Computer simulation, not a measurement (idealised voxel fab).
You're looking at the process module voxel self aligned contacts.
Cross-section cut: width 230 nm, square cells of 5 nm.
Square cells in a grid make up a cross-section in this document, and the grid is given as bands, listed from the top down, each one or more rows of cells. Within each band entry, the heights of the top and of the bottom of the band appear first, in that order and in nm; the materials of the band then follow from left to right, each with its corresponding width in nm. The designation "full width" on a single material indicates that it fills the band from edge to edge; the designation "air" indicates empty space. Below 0: as-received wafer, all one material; heights counted from there. Lowest band: no bottom, goes on down, written "0 nm and below". Think of "30->40" as a width that walks from the first number to the second as you go down the band, top row to bottom row, taking equal-sized steps from row to row. Take "no alteration" at face value: in the step it is given for, the cross-section changed in none of its cells. Closed empty spaces (no open way to the top) of 8 cells or more are what "Closed voids list" lists, each as width x height at distance from the left edge, nm for all three. That trailing text on a step's line, after the settings, is the simulator's own remark on the step. The line of a step may include "overlay nm". On a step with a mask, this value is how far to the right of its planned place the mask lay. A negative value means the mask lay to the left.

[Intended process steps]
1: RECEIVE (material Si)
2: OXIDIZE (depth nm 5)
3: DIRECTIONAL_DEP (material polySi; thk nm 30)
4: DIRECTIONAL_DEP (material SiN; thk nm 20)
5: MASKED_ETCH (tone cover; mask id GATE; width nm 30; pitch nm 75; etch materials SiN; depth nm 20; overlay nm 0)
6: MASKED_ETCH (tone cover; mask id GATE; width nm 30; pitch nm 75; etch materials polySi; depth nm 30; overlay nm 0)
7: CONFORMAL_DEP (material SiN; thk nm 10)
8: DIRECTIONAL_ETCH (etch materials SiN; depth nm 10)
9: FILL_DEP (material SiO2; thk nm 15)
10: CMP (height nm 55)
11: DIRECTIONAL_DEP (material aC; thk nm 15)
12: PATTERN (tone open; mask id CONTACT; material resist; width nm 55; pitch nm 75; thk nm 35; overlay nm 0)
13: DIRECTIONAL_ETCH (etch materials aC; depth nm 15)
14: STRIP (etch materials resist)
15: DIRECTIONAL_ETCH (etch materials SiO2; depth nm 60)
16: STRIP (etch materials aC)
17: CONFORMAL_DEP (material TiN; thk nm 5)
18: FILL_DEP (material Ru; thk nm 5)
19: CMP (height nm 55)
20: CONFORMAL_DEP (material SiCN; thk nm 5)

[Cross-section, incoming material, after step 1]
  0 nm and below  Si full width
  Closed voids list: none

[Here's the cross-section of the first of our two wafers at the end of the module - it ran as planned]
  60 nm to 55 nm  SiCN full width
  55 nm to 50 nm  SiO2 (50), then TiN (20), then Ru (15), then TiN (20), then SiO2 (20), then TiN (20), then Ru (15), then TiN (20), then SiO2 (50)
  50 nm to 30 nm  SiO2 (15), then SiN (50), then TiN (5), then Ru (15), then TiN (5), then SiN (50), then TiN (5), then Ru (15), then TiN (5), then SiN (50), then SiO2 (15)
  30 nm to 0 nm  SiO2 (15), then SiN (10), then polySi (30), then SiN (10), then TiN (5), then Ru (15), then TiN (5), then SiN (10), then polySi (30), then SiN (10), then TiN (5), then Ru (15), then TiN (5), then SiN (10), then polySi (30), then SiN (10), then SiO2 (15)
  0 nm to -5 nm  SiO2 (65), then TiN (25), then SiO2 (50), then TiN (25), then SiO2 (65)
  -5 nm and below  Si full width
  Closed voids list: none

[Second wafer cross-section at end of module - shared start and plan with the first, one mistake in the run]
  60 nm to 55 nm  SiCN full width
  55 nm to 50 nm  SiO2 (50), then TiN (55), then SiO2 (20), then TiN (55), then SiO2 (50)
  50 nm to 30 nm  SiN (35), then SiO2 (10), then SiN (65), then SiO2 (10), then SiN (65), then SiO2 (10), then SiN (35)
  30 nm to 0 nm  polySi full width
  0 nm to -5 nm  SiO2 full width
  -5 nm and below  Si full width
  Closed voids list: none
Want to know what went wrong? heads up, step 5 didn't go per plan, it actually ran as MASKED_ETCH (tone open; mask id GATE; width nm 30; pitch nm 75; etch materials SiN; depth nm 20; overlay nm 0)
The closing comparison, in cells, has the second wafer with more or fewer of some materials than the first: -66 Ru, -32 SiN, -26 SiO2, -44 TiN, +168 polySi
